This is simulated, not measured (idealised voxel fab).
Process module heading - voxel gate over fins
Cross-section cut spans 255 nm and uses square cells 5 nm in size.
Notation: cross-section as square-cell grid; stated in bands, top first, going down; one or more cell rows per band.
In this notation a band is specified by the heights of its top and bottom, in that order and in nm, after which its materials appear from left to right, each paired with its width in nm. The word "full width" attached to a single material means that material fills the band from edge to edge; the word "empty" stands for empty space.
Height is counted from the level 0, under which the received wafer is composed throughout of one material. The lowest of the bands is not closed at the bottom but continues downward, in the notation "z 0 and below".
A width given as "30..40" starts at the first number in the band's top row and ends at the second number in its bottom row, shifting by an equal amount at every step from row to row.
Given "nothing changed" for a step, no cell of the cross-section differs between before and after that step.
Voids not open to the top, 8 cells minimum: see "Closed void roster". Written width x height at distance; distance is from the left edge; nm.
after a step's settings: what the simulator itself notes on the step
overlay nm: mask offset rightward from planned place, masked step; negative means leftward offset.
BELOW IS THE LIST OF PLANNED PROCESS STEPS
1: RECEIVE [material Si]
2: CONFORMAL_DEP [material SiN] [thk nm 5]
3: MASKED_ETCH [tone cover] [mask id FINS] [width nm 15] [pitch nm 55] [etch materials SiN] [depth nm 5] [overlay nm 0]
4: MASKED_ETCH [tone cover] [mask id FINS] [width nm 15] [pitch nm 55] [etch materials Si] [depth nm 40] [overlay nm 0]
5: FILL_DEP [material SiO2] [thk nm 5]
6: CMP [height nm 5]
7: PATTERN [tone open] [mask id RAIL] [material resist] [width nm 15] [thk nm 20] [overlay nm 0]
8: DIRECTIONAL_ETCH [etch materials SiO2] [depth nm 40]
9: STRIP [etch materials resist]
10: CONFORMAL_DEP [material TiN] [thk nm 5]
11: FILL_DEP [material Ru] [thk nm 5]
12: CMP [height nm 5]
13: SELECTIVE_ETCH [etch materials W Ru TiN] [depth nm 25]
14: FILL_DEP [material SiO2] [thk nm 5]
15: CMP [height nm 5]
16: SELECTIVE_ETCH [etch materials SiO2] [depth nm 15]
17: STRIP [etch materials SiN]
18: CONFORMAL_DEP [material HfO2] [thk nm 5]
19: CONFORMAL_DEP [material TiN] [thk nm 5]
20: CONFORMAL_DEP [material TiAl] [thk nm 5]
21: CONFORMAL_DEP [material TiN] [thk nm 5]
22: FILL_DEP [material W] [thk nm 15]
23: CMP [height nm 30]
24: CONFORMAL_DEP [material SiN] [thk nm 10]
WAFER CROSS-SECTION ON RECEIPT, I.E. AFTER STEP 1
> z 0 and below | Si full width
> Closed void roster: none
FIRST WAFER AT THE END, AS PLANNED
> z 40 to 30 | SiN full width
> z 30 to 20 | W full width
> z 20 to 15 | W=15; TiN=220; W=20
> z 15 to 10 | W=15; TiN=5; TiAl=45; TiN=10; TiAl=45; TiN=10; TiAl=45; TiN=10; TiAl=45; TiN=5; W=20
> z 10 to 5 | TiN=20; TiAl=5; TiN=35; TiAl=5; TiN=10; TiAl=5; TiN=35; TiAl=5; TiN=10; TiAl=5; TiN=35; TiAl=5; TiN=10; TiAl=5; TiN=35; TiAl=5; TiN=25
> z 5 to 0 | TiAl=25; TiN=5; HfO2=25; TiN=5; TiAl=20; TiN=5; HfO2=25; TiN=5; TiAl=20; TiN=5; HfO2=25; TiN=5; TiAl=20; TiN=5; HfO2=25; TiN=5; TiAl=30
> z 0 to -5 | TiN=30; HfO2=5; Si=15; HfO2=5; TiN=30; HfO2=5; Si=15; HfO2=5; TiN=30; HfO2=5; Si=15; HfO2=5; TiN=30; HfO2=5; Si=15; HfO2=5; TiN=35
> z -5 to -10 | HfO2=35; Si=15; HfO2=40; Si=15; HfO2=40; Si=15; HfO2=40; Si=15; HfO2=40
> z -10 to -20 | SiO2=35; Si=15; SiO2=40; Si=15; SiO2=40; Si=15; SiO2=40; Si=15; SiO2=40
> z -20 to -30 | SiO2=35; Si=15; SiO2=10; TiN=5; Ru=5; TiN=5; SiO2=15; Si=15; SiO2=40; Si=15; SiO2=40; Si=15; SiO2=40
> z -30 to -35 | SiO2=35; Si=15; SiO2=10; TiN=15; SiO2=15; Si=15; SiO2=40; Si=15; SiO2=40; Si=15; SiO2=40
> z -35 to -40 | SiO2=35; Si=15; SiO2=40; Si=15; SiO2=40; Si=15; SiO2=40; Si=15; SiO2=40
> z -40 and below | Si full width
> Closed void roster: none
CROSS-SECTIONAL VIEW: SECOND OF TWO WAFERS, END OF MODULE; START AND PLAN IDENTICAL TO THE FIRST, ONE MISTAKE IN RUNNING
> z 35 to 30 | SiN full width
> z 30 to 20 | W full width
> z 20 to 15 | W=15; TiN=220; W=20
> z 15 to 10 | W=15; TiN=5; TiAl=45; TiN=10; TiAl=45; TiN=10; TiAl=45; TiN=10; TiAl=45; TiN=5; W=20
> z 10 to 5 | TiN=20; TiAl=5; TiN=35; TiAl=5; TiN=10; TiAl=5; TiN=35; TiAl=5; TiN=10; TiAl=5; TiN=35; TiAl=5; TiN=10; TiAl=5; TiN=35; TiAl=5; TiN=25
> z 5 to 0 | TiAl=25; TiN=5; HfO2=25; TiN=5; TiAl=20; TiN=5; HfO2=25; TiN=5; TiAl=20; TiN=5; HfO2=25; TiN=5; TiAl=20; TiN=5; HfO2=25; TiN=5; TiAl=30
> z 0 to -5 | TiN=30; HfO2=5; Si=15; HfO2=5; TiN=30; HfO2=5; Si=15; HfO2=5; TiN=30; HfO2=5; Si=15; HfO2=5; TiN=30; HfO2=5; Si=15; HfO2=5; TiN=35
> z -5 to -10 | HfO2=35; Si=15; HfO2=40; Si=15; HfO2=40; Si=15; HfO2=40; Si=15; HfO2=40
> z -10 to -20 | SiO2=35; Si=15; SiO2=40; Si=15; SiO2=40; Si=15; SiO2=40; Si=15; SiO2=40
> z -20 to -30 | SiO2=35; Si=15; SiO2=10; TiN=5; Ru=5; TiN=5; SiO2=15; Si=15; SiO2=40; Si=15; SiO2=40; Si=15; SiO2=40
> z -30 to -35 | SiO2=35; Si=15; SiO2=10; TiN=15; SiO2=15; Si=15; SiO2=40; Si=15; SiO2=40; Si=15; SiO2=40
> z -35 to -40 | SiO2=35; Si=15; SiO2=40; Si=15; SiO2=40; Si=15; SiO2=40; Si=15; SiO2=40
> z -40 and below | Si full width
> Closed void roster: none
Where did the run depart from the plan? step 24 went in with a setting other than planned; the actual run was CONFORMAL_DEP [material SiN] [thk nm 5]
Bottom line after processing is that, in cells, the second wafer is up or down on some materials versus the first: -51 SiN
